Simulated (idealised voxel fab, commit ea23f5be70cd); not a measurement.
process module | voxel gate over fins
cross-section cut | 210 nm wide | cells 5 nm
A cross-section is a grid of square cells, given in bands from the top down. A band is one or more rows of cells.
Each band's line starts with the height of the band's top and of its bottom, in nm. Then come its materials from left to right, each with its width in nm. One material with "throughout" fills the band from edge to edge. "air" is empty space.
Height 0 is the level under which the wafer as received is all one material. The lowest band goes on downwards, as in "0 down".
A width such as "30 to 40" changes by the same amount from each row of cells to the next, from the band's top row to its bottom row.
"no change" after a step means that no cell of the cross-section changed.
closed voids: empty space of 8 cells or more with no open way to the top, each as width x height at its distance from the left edge, in nm
after a step's settings: what the simulator itself notes on the step
overlay nm, on a step with a mask: how far to the right of its planned place the mask lay; to the left if negative
plan
1 op RECEIVE | material Si
2 op CONFORMAL_DEP | material SiN | thk nm 10
3 op MASKED_ETCH | tone cover | mask id FINS | width nm 15 | pitch nm 40 | etch materials SiN | depth nm 10 | overlay nm 0
4 op MASKED_ETCH | tone cover | mask id FINS | width nm 15 | pitch nm 40 | etch materials Si | depth nm 35 | overlay nm 0
5 op OXIDIZE | depth nm 5
6 op FILL_DEP | material SiO2 | thk nm 15
7 op CMP | height nm 10
8 op SELECTIVE_ETCH | etch materials SiO2 | depth nm 20
9 op STRIP | etch materials SiN
10 op CONFORMAL_DEP | material HfO2 | thk nm 5
11 op CONFORMAL_DEP | material TiN | thk nm 5
12 op FILL_DEP | material W | thk nm 15
13 op CMP | height nm 20
14 op CONFORMAL_DEP | material SiN | thk nm 5
as received, after step 1
  0 down: Si throughout
  closed voids: none
first wafer at the end, as planned
  25 to 20: SiN throughout
  20 to 10: W throughout
  10 to 5: W 70 | TiN 25 | W 15 | TiN 25 | W 75
  5 to 0: W 70 | TiN 5 | HfO2 15 | TiN 5 | W 15 | TiN 5 | HfO2 15 | TiN 5 | W 75
  0 to -5: TiN 75 | HfO2 5 | Si 5 | HfO2 5 | TiN 25 | HfO2 5 | Si 5 | HfO2 5 | TiN 80
  -5 to -10: HfO2 80 | Si 5 | HfO2 35 | Si 5 | HfO2 85
  -10 to -40: SiO2 80 | Si 5 | SiO2 35 | Si 5 | SiO2 85
  -40 down: Si throughout
  closed voids: none
second wafer at the end: like start, like plan, one mistake
  25 to 20: SiN throughout
  20 to 10: W throughout
  10 to 5: W 60 | TiN 25 | W 15 | TiN 25 | W 85
  5 to 0: W 60 | TiN 5 | HfO2 15 | TiN 15 | W 5 | TiN 5 | HfO2 15 | TiN 15 | W 75
  0 to -5: TiN 65 | HfO2 5 | Si 5 | HfO2 15 | TiN 15 | HfO2 5 | Si 5 | HfO2 15 | TiN 80
  -5 to -10: HfO2 70 | Si 15 | HfO2 25 | Si 15 | HfO2 85
  -10 to -40: SiO2 70 | Si 15 | SiO2 25 | Si 15 | SiO2 85
  -40 down: Si throughout
  closed voids: none
what went wrong: step 3 ran as: op MASKED_ETCH | tone cover | mask id FINS | width nm 15 | pitch nm 40 | etch materials SiN | depth nm 10 | overlay nm -10
at the end the second wafer has, in cells: 28 more of Si | 24 fewer of SiO2 | 4 fewer of W
